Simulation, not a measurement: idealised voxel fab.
The following is a process module called voxel self aligned vias.
In the cross-section labelled cut, the width is 280 nm and each square cell is 5 nm.
Cross-sections here: square-cell grids, written as top-down lists of bands, a band being one or more rows of cells.
This entry defines a band. It first specifies the height of the band's top and the height of its bottom in nm, and then specifies the band's materials from left to right, stating each material with its width in nm. The word "all across" identifies a single material that fills the band from edge to edge, while the word "empty" identifies empty space.
The reference from which all heights are counted is 0, the level beneath which the as-received wafer is entirely one material; the lowest band, having no lower bound, proceeds downward and is written after the example "0 down".
The notation "30->40" denotes a width that varies across the rows of cells in the band, beginning at the first number in the top row, finishing at the second number in the bottom row, and changing by an identical amount from each row to the next.
Step marked "remains unaltered"? Then no cell in the cross-section changed in it.
In "Fully enclosed voids" the enclosed voids are listed, meaning empty spaces of 8 cells or larger without any opening to the top. The form is width x height at distance, distance from the left edge, units nm.
Note: text after step settings on the step line = simulator remark on that step.
Among the settings permitted on a step's line is "overlay nm"; applied to a step with a mask, it specifies the extent to which the mask lay to the right of its planned position, whereas a negative figure signifies a position to the left.
## These are the steps we planned for the process
1) RECEIVE: material Si
2) CONFORMAL_DEP: material SiO2, thk nm 10
3) CONFORMAL_DEP: material SiCN, thk nm 5
4) DIRECTIONAL_DEP: material SiO2, thk nm 25
5) PATTERN: tone open, mask id LINES, material resist, width nm 20, pitch nm 50, thk nm 15, overlay nm 0
6) DIRECTIONAL_ETCH: etch materials SiO2, depth nm 25
7) STRIP: etch materials resist
8) CONFORMAL_DEP: material TiN, thk nm 5
9) FILL_DEP: material Ru, thk nm 10
10) CMP: height nm 40
11) SELECTIVE_ETCH: etch materials W Ru TiN, depth nm 5
12) FILL_DEP: material SiN, thk nm 10
13) CMP: height nm 40
14) DIRECTIONAL_DEP: material SiO2, thk nm 20
15) MASKED_ETCH: tone open, mask id VIAS, width nm 30, pitch nm 50, etch materials SiO2, depth nm 20, overlay nm 0
16) MASKED_ETCH: tone open, mask id VIAS, width nm 30, pitch nm 50, etch materials SiN, depth nm 5, overlay nm 0
17) CONFORMAL_DEP: material TiN, thk nm 5
18) FILL_DEP: material W, thk nm 10
19) CMP: height nm 60
20) CONFORMAL_DEP: material SiCN, thk nm 5
## So, the first of our two wafers, run just as we planned it
## Cross-section of the incoming wafer, state after step 1
- 0 down = Si all across
- Fully enclosed voids: none
## The following cross-section depicts the wafer upon completion of step 2
- 10 to 0 = SiO2 all across
- Nothing below the height 0 has changed.
## The following cross-section depicts the wafer upon completion of step 3
- 15 to 10 = SiCN all across
- Nothing below the height 10 has changed.
## The following cross-section depicts the wafer upon completion of step 4
- 40 to 15 = SiO2 all across
- Nothing below the height 15 has changed.
## The following cross-section depicts the wafer upon completion of step 5
- 55 to 40 = resist 80 nm | empty 20 nm | resist 30 nm | empty 20 nm | resist 30 nm | empty 20 nm | resist 80 nm
- Nothing below the height 40 has changed.
## The following cross-section depicts the wafer upon completion of step 6
- 55 to 40 = resist 80 nm | empty 20 nm | resist 30 nm | empty 20 nm | resist 30 nm | empty 20 nm | resist 80 nm
- 40 to 15 = SiO2 80 nm | empty 20 nm | SiO2 30 nm | empty 20 nm | SiO2 30 nm | empty 20 nm | SiO2 80 nm
- Nothing below the height 15 has changed.
## The following cross-section depicts the wafer upon completion of step 7
- 40 to 15 = SiO2 80 nm | empty 20 nm | SiO2 30 nm | empty 20 nm | SiO2 30 nm | empty 20 nm | SiO2 80 nm
- Nothing below the height 15 has changed.
## The following cross-section depicts the wafer upon completion of step 8
- 45 to 40 = TiN 85 nm | empty 10 nm | TiN 40 nm | empty 10 nm | TiN 40 nm | empty 10 nm | TiN 85 nm
- 40 to 20 = SiO2 80 nm | TiN 5 nm | empty 10 nm | TiN 5 nm | SiO2 30 nm | TiN 5 nm | empty 10 nm | TiN 5 nm | SiO2 30 nm | TiN 5 nm | empty 10 nm | TiN 5 nm | SiO2 80 nm
- 20 to 15 = SiO2 80 nm | TiN 20 nm | SiO2 30 nm | TiN 20 nm | SiO2 30 nm | TiN 20 nm | SiO2 80 nm
- Nothing below the height 15 has changed.
## The following cross-section depicts the wafer upon completion of step 9
- 55 to 45 = Ru all across
- 45 to 40 = TiN 85 nm | Ru 10 nm | TiN 40 nm | Ru 10 nm | TiN 40 nm | Ru 10 nm | TiN 85 nm
- 40 to 20 = SiO2 80 nm | TiN 5 nm | Ru 10 nm | TiN 5 nm | SiO2 30 nm | TiN 5 nm | Ru 10 nm | TiN 5 nm | SiO2 30 nm | TiN 5 nm | Ru 10 nm | TiN 5 nm | SiO2 80 nm
- Nothing below the height 20 has changed.
## The following cross-section depicts the wafer upon completion of step 10
- 40 to 20 = SiO2 80 nm | TiN 5 nm | Ru 10 nm | TiN 5 nm | SiO2 30 nm | TiN 5 nm | Ru 10 nm | TiN 5 nm | SiO2 30 nm | TiN 5 nm | Ru 10 nm | TiN 5 nm | SiO2 80 nm
- Nothing below the height 20 has changed.
## The following cross-section depicts the wafer upon completion of step 11
- 40 to 35 = SiO2 80 nm | empty 20 nm | SiO2 30 nm | empty 20 nm | SiO2 30 nm | empty 20 nm | SiO2 80 nm
- Nothing below the height 35 has changed.
## The following cross-section depicts the wafer upon completion of step 12
- 50 to 40 = SiN all across
- 40 to 35 = SiO2 80 nm | SiN 20 nm | SiO2 30 nm | SiN 20 nm | SiO2 30 nm | SiN 20 nm | SiO2 80 nm
- Nothing below the height 35 has changed.
## The following cross-section depicts the wafer upon completion of step 13
- 40 to 35 = SiO2 80 nm | SiN 20 nm | SiO2 30 nm | SiN 20 nm | SiO2 30 nm | SiN 20 nm | SiO2 80 nm
- Nothing below the height 35 has changed.
## The following cross-section depicts the wafer upon completion of step 14
- 60 to 40 = SiO2 all across
- Nothing below the height 40 has changed.
## The following cross-section depicts the wafer upon completion of step 15
- 60 to 40 = SiO2 75 nm | empty 30 nm | SiO2 20 nm | empty 30 nm | SiO2 20 nm | empty 30 nm | SiO2 75 nm
- Nothing below the height 40 has changed.
## The following cross-section depicts the wafer upon completion of step 16
- 60 to 40 = SiO2 75 nm | empty 30 nm | SiO2 20 nm | empty 30 nm | SiO2 20 nm | empty 30 nm | SiO2 75 nm
- 40 to 35 = SiO2 80 nm | empty 20 nm | SiO2 30 nm | empty 20 nm | SiO2 30 nm | empty 20 nm | SiO2 80 nm
- Nothing below the height 35 has changed.
## The following cross-section depicts the wafer upon completion of step 17
- 65 to 60 = TiN 80 nm | empty 20 nm | TiN 30 nm | empty 20 nm | TiN 30 nm | empty 20 nm | TiN 80 nm
- 60 to 45 = SiO2 75 nm | TiN 5 nm | empty 20 nm | TiN 5 nm | SiO2 20 nm | TiN 5 nm | empty 20 nm | TiN 5 nm | SiO2 20 nm | TiN 5 nm | empty 20 nm | TiN 5 nm | SiO2 75 nm
- 45 to 40 = SiO2 75 nm | TiN 10 nm | empty 10 nm | TiN 10 nm | SiO2 20 nm | TiN 10 nm | empty 10 nm | TiN 10 nm | SiO2 20 nm | TiN 10 nm | empty 10 nm | TiN 10 nm | SiO2 75 nm
- 40 to 35 = SiO2 80 nm | TiN 20 nm | SiO2 30 nm | TiN 20 nm | SiO2 30 nm | TiN 20 nm | SiO2 80 nm
- Nothing below the height 35 has changed.
## The following cross-section depicts the wafer upon completion of step 18
- 75 to 65 = W all across
- 65 to 60 = TiN 80 nm | W 20 nm | TiN 30 nm | W 20 nm | TiN 30 nm | W 20 nm | TiN 80 nm
- 60 to 45 = SiO2 75 nm | TiN 5 nm | W 20 nm | TiN 5 nm | SiO2 20 nm | TiN 5 nm | W 20 nm | TiN 5 nm | SiO2 20 nm | TiN 5 nm | W 20 nm | TiN 5 nm | SiO2 75 nm
- 45 to 40 = SiO2 75 nm | TiN 10 nm | W 10 nm | TiN 10 nm | SiO2 20 nm | TiN 10 nm | W 10 nm | TiN 10 nm | SiO2 20 nm | TiN 10 nm | W 10 nm | TiN 10 nm | SiO2 75 nm
- Nothing below the height 40 has changed.
## The following cross-section depicts the wafer upon completion of step 19
- 60 to 45 = SiO2 75 nm | TiN 5 nm | W 20 nm | TiN 5 nm | SiO2 20 nm | TiN 5 nm | W 20 nm | TiN 5 nm | SiO2 20 nm | TiN 5 nm | W 20 nm | TiN 5 nm | SiO2 75 nm
- Nothing below the height 45 has changed.
## The following cross-section depicts the wafer upon completion of step 20
- 65 to 60 = SiCN all across
- Nothing below the height 60 has changed.
## Companion wafer, the second of two: same beginning, same intended sequence, one mistake in carrying it out; through step 13 inclusive it tracks the first exactly
## Cross-section of the second wafer corresponding to the planned conclusion of step 14
- 60 to 40 = SiCN all across
- Nothing below the height 40 has changed.
Cross-section of the second wafer corresponding to the planned conclusion of step 15: remains unaltered
Cross-section of the second wafer corresponding to the planned conclusion of step 16: remains unaltered
## Cross-section of the second wafer corresponding to the planned conclusion of step 17
- 65 to 60 = TiN all across
- Nothing below the height 60 has changed.
## Cross-section of the second wafer corresponding to the planned conclusion of step 18
- 75 to 65 = W all across
- Nothing below the height 65 has changed.
## Cross-section of the second wafer corresponding to the planned conclusion of step 19
- 60 to 40 = SiCN all across
- Nothing below the height 40 has changed.
## Cross-section of the second wafer corresponding to the planned conclusion of step 20
- 65 to 40 = SiCN all across
- Nothing below the height 40 has changed.
what went wrong: step 14 deviated from plan and actually ran as DIRECTIONAL_DEP: material SiCN, thk nm 20
Final cells, second wafer relative to first, materials higher or lower: SiCN: 224 more, SiN: 12 more, SiO2: 152 fewer, TiN: 42 fewer, W: 42 fewer
